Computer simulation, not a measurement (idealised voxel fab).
The document below concerns the process module designated voxel plated lines.
cross-section cut | 160 nm wide | cells 5 nm
Cross-section format: a grid of square cells, given as bands from top to bottom; each band is one or more rows of cells. Band: top height; bottom height; in nm. Then, left to right: material with width in nm, for each material. "everywhere": a single material spanning edge to edge. "blank": empty space. It should be noted that heights are counted from 0, beneath which the wafer as supplied is of one material throughout, and that the lowest band possesses no lower boundary but continues downward, as written in "from 0 down". Graded width ("30 to 40"): value in top row of band = first number; value in bottom row = second number; row-to-row change constant. No cell of the cross-section changed in a step that is given as "all unchanged". "Listed closed voids" contains a list of empty spaces, each no smaller than 8 cells and without an open way to the top, written in the form width x height at distance with the distance from the left edge and all three in nm. Formally, on a step line, whatever follows the settings is a remark that the simulator itself makes on the step. "overlay nm", when on a step's line for a step with a mask, measures how far to the right of its planned place the mask lay; a negative measure means to the left.
PLANNED STEP LIST FOR THE PROCESS
| 1 | RECEIVE,material Si |
| 2 | CONFORMAL_DEP,material SiO2,thk nm 5 |
| 3 | DIRECTIONAL_DEP,material TiN,thk nm 5 |
| 4 | PATTERN,tone open,mask id LINES,material resist,width nm 15,pitch nm 30,thk nm 25,overlay nm 0 |
| 5 | EPI,material Ru,thk nm 5 |
| 6 | EPI,material Ru,thk nm 5 |
| 7 | STRIP,etch materials resist |
| 8 | DIRECTIONAL_ETCH,etch materials TiN,depth nm 5 |
| 9 | CONFORMAL_DEP,material SiO2,thk nm 5 |
RECEIVED-STATE CROSS-SECTION, REFLECTING COMPLETION OF STEP 1
  from 0 down: Si everywhere
  Listed closed voids: none
CROSS-SECTION TAKEN AT MODULE COMPLETION ON THE FIRST OF TWO WAFERS; PROCESSED PER THE PLAN
  from 25 to 20: blank=50; SiO2=25; blank=5; SiO2=25; blank=55
  from 20 to 10: blank=50; SiO2=5; Ru=15; SiO2=5; blank=5; SiO2=5; Ru=15; SiO2=5; blank=55
  from 10 to 5: SiO2=55; TiN=15; SiO2=15; TiN=15; SiO2=60
  from 5 to 0: SiO2 everywhere
  from 0 down: Si everywhere
  Listed closed voids: none
WAFER TWO, END OF MODULE, CROSS-SECTION. SAME START, SAME PLAN AS WAFER ONE. ONE MISTAKE IN THE RUN
  from 25 to 20: SiO2=60; blank=5; SiO2=25; blank=5; SiO2=65
  from 20 to 10: Ru=55; SiO2=5; blank=5; SiO2=5; Ru=15; SiO2=5; blank=5; SiO2=5; Ru=60
  from 10 to 5: TiN=55; SiO2=15; TiN=15; SiO2=15; TiN=60
  from 5 to 0: SiO2 everywhere
  from 0 down: Si everywhere
  Listed closed voids: none
The plan and the run diverged here: for step 4, the planned setting was not used; the step was instead run as PATTERN,tone cover,mask id LINES,material resist,width nm 15,pitch nm 30,thk nm 25,overlay nm 0
Counted in cells at the end, the second wafer holds more or fewer of these materials than the first: 40 more of Ru; 20 more of TiN
